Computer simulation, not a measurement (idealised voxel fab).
This section sets out a process module, namely voxel ribs on slabs.
Each square cell in cross-section cut measures 5 nm, and the section as a whole is 175 nm wide.
Think of the cross-section as a grid of square cells. We describe it in bands, top to bottom, and each band covers one or more rows of those cells. The band entry comprises the height of the band's top followed by the height of its bottom, expressed in nm, and subsequently the band's materials from left to right, each stated together with its width in nm. Where a single material is marked with the word "all across", that material fills the band from edge to edge. The word "blank" represents empty space. Note: height 0 marks the level under which the wafer is uniformly one material as received. Lowest band unbounded below, written "0 nm and below". Width spec "30 to 40" -> top row of cells at first value, bottom row at second value, equal per-row change in between. "identical to before" (step): cross-section cells unchanged, all of them. Look at "Enclosed void listing" for the closed voids: empty spaces with no open path to the top, sized 8 cells or up. Each is width x height at distance, distance from the left edge, all nm. What comes after the settings on a step's line is commentary from the simulator itself on that step. On any step carrying a mask, the "overlay nm" setting, if present on the step's line, tells how far right of its planned place the mask lay; negative values point to the left.

THESE ARE THE STEPS WE PLANNED FOR THE PROCESS
1,RECEIVE [material Si]
2,DIRECTIONAL_DEP [material SiO2] [thk nm 20]
3,DIRECTIONAL_DEP [material polySi] [thk nm 15]
4,PATTERN [tone cover] [mask id RIB] [material resist] [width nm 30] [thk nm 20] [overlay nm 0]
5,DIRECTIONAL_ETCH [etch materials polySi] [depth nm 5]
6,STRIP [etch materials resist]
7,PATTERN [tone cover] [mask id SLAB] [material resist] [width nm 90] [thk nm 20] [overlay nm 0]
8,DIRECTIONAL_ETCH [etch materials polySi] [depth nm 10]
9,STRIP [etch materials resist]
10,FILL_DEP [material SiO2] [thk nm 30]
11,CMP [height nm 55]
12,DIRECTIONAL_DEP [material TiN] [thk nm 10]
13,PATTERN [tone cover] [mask id HEATER] [material resist] [width nm 40] [thk nm 20] [overlay nm 0]
14,DIRECTIONAL_ETCH [etch materials TiN] [depth nm 10]
15,STRIP [etch materials resist]
16,CONFORMAL_DEP [material SiO2] [thk nm 10]

THE FOLLOWING PERTAINS TO THE FIRST OF TWO WAFERS, WHICH WAS PROCESSED AS PLANNED

AS-RECEIVED STATE OF THE WAFER IN CROSS-SECTION, EQUIVALENT TO POST-STEP 1
	0 nm and below  Si all across
	Enclosed void listing: none

SECTIONAL VIEW: WAFER, AFTER STEP 2
	20 nm to 0 nm  SiO2 all across
	Lower than 0, everything is as it was.

SECTIONAL VIEW: WAFER, AFTER STEP 3
	35 nm to 20 nm  polySi all across
	Lower than 20, everything is as it was.

SECTIONAL VIEW: WAFER, AFTER STEP 4
	55 nm to 35 nm  blank (70)  resist (30)  blank (75)
	Lower than 35, everything is as it was.

SECTIONAL VIEW: WAFER, AFTER STEP 5
	55 nm to 35 nm  blank (70)  resist (30)  blank (75)
	35 nm to 30 nm  blank (70)  polySi (30)  blank (75)
	Lower than 30, everything is as it was.

SECTIONAL VIEW: WAFER, AFTER STEP 6
	35 nm to 30 nm  blank (70)  polySi (30)  blank (75)
	Lower than 30, everything is as it was.

SECTIONAL VIEW: WAFER, AFTER STEP 7
	55 nm to 35 nm  blank (40)  resist (90)  blank (45)
	35 nm to 30 nm  blank (40)  resist (30)  polySi (30)  resist (30)  blank (45)
	Lower than 30, everything is as it was.

SECTIONAL VIEW: WAFER, AFTER STEP 8
	55 nm to 35 nm  blank (40)  resist (90)  blank (45)
	35 nm to 30 nm  blank (40)  resist (30)  polySi (30)  resist (30)  blank (45)
	30 nm to 20 nm  blank (40)  polySi (90)  blank (45)
	Lower than 20, everything is as it was.

SECTIONAL VIEW: WAFER, AFTER STEP 9
	35 nm to 30 nm  blank (70)  polySi (30)  blank (75)
	Lower than 30, everything is as it was.

SECTIONAL VIEW: WAFER, AFTER STEP 10
	65 nm to 35 nm  SiO2 all across
	35 nm to 30 nm  SiO2 (70)  polySi (30)  SiO2 (75)
	30 nm to 20 nm  SiO2 (40)  polySi (90)  SiO2 (45)
	Lower than 20, everything is as it was.

SECTIONAL VIEW: WAFER, AFTER STEP 11
	55 nm to 35 nm  SiO2 all across
	Lower than 35, everything is as it was.

SECTIONAL VIEW: WAFER, AFTER STEP 12
	65 nm to 55 nm  TiN all across
	Lower than 55, everything is as it was.

SECTIONAL VIEW: WAFER, AFTER STEP 13
	85 nm to 65 nm  blank (65)  resist (40)  blank (70)
	Lower than 65, everything is as it was.

SECTIONAL VIEW: WAFER, AFTER STEP 14
	85 nm to 65 nm  blank (65)  resist (40)  blank (70)
	65 nm to 55 nm  blank (65)  TiN (40)  blank (70)
	Lower than 55, everything is as it was.

SECTIONAL VIEW: WAFER, AFTER STEP 15
	65 nm to 55 nm  blank (65)  TiN (40)  blank (70)
	Lower than 55, everything is as it was.

SECTIONAL VIEW: WAFER, AFTER STEP 16
	75 nm to 65 nm  blank (55)  SiO2 (60)  blank (60)
	65 nm to 55 nm  SiO2 (65)  TiN (40)  SiO2 (70)
	Lower than 55, everything is as it was.

SECOND OF TWO: SAME START, SAME PLAN, ONE RUN ERROR; STEPS UP TO AND INCLUDING 12 MATCH THE FIRST

CROSS-SECTION, SECOND WAFER, AT THE END TIME THE PLAN GIVES FOR STEP 13
	85 nm to 65 nm  blank (70)  resist (35)  blank (70)
	Lower than 65, everything is as it was.

CROSS-SECTION, SECOND WAFER, AT THE END TIME THE PLAN GIVES FOR STEP 14
	85 nm to 65 nm  blank (70)  resist (35)  blank (70)
	65 nm to 55 nm  blank (70)  TiN (35)  blank (70)
	Lower than 55, everything is as it was.

CROSS-SECTION, SECOND WAFER, AT THE END TIME THE PLAN GIVES FOR STEP 15
	65 nm to 55 nm  blank (70)  TiN (35)  blank (70)
	Lower than 55, everything is as it was.

CROSS-SECTION, SECOND WAFER, AT THE END TIME THE PLAN GIVES FOR STEP 16
	75 nm to 65 nm  blank (60)  SiO2 (55)  blank (60)
	65 nm to 55 nm  SiO2 (70)  TiN (35)  SiO2 (70)
	Lower than 55, everything is as it was.
Want to know what went wrong? note that step 13 departed from the planned setting and was carried out as PATTERN [tone cover] [mask id HEATER] [material resist] [width nm 35] [thk nm 20] [overlay nm 0]
It is noted that, at the conclusion of processing, the second wafer exhibits a higher or lower cell count for certain materials relative to the first: TiN: 2 fewer
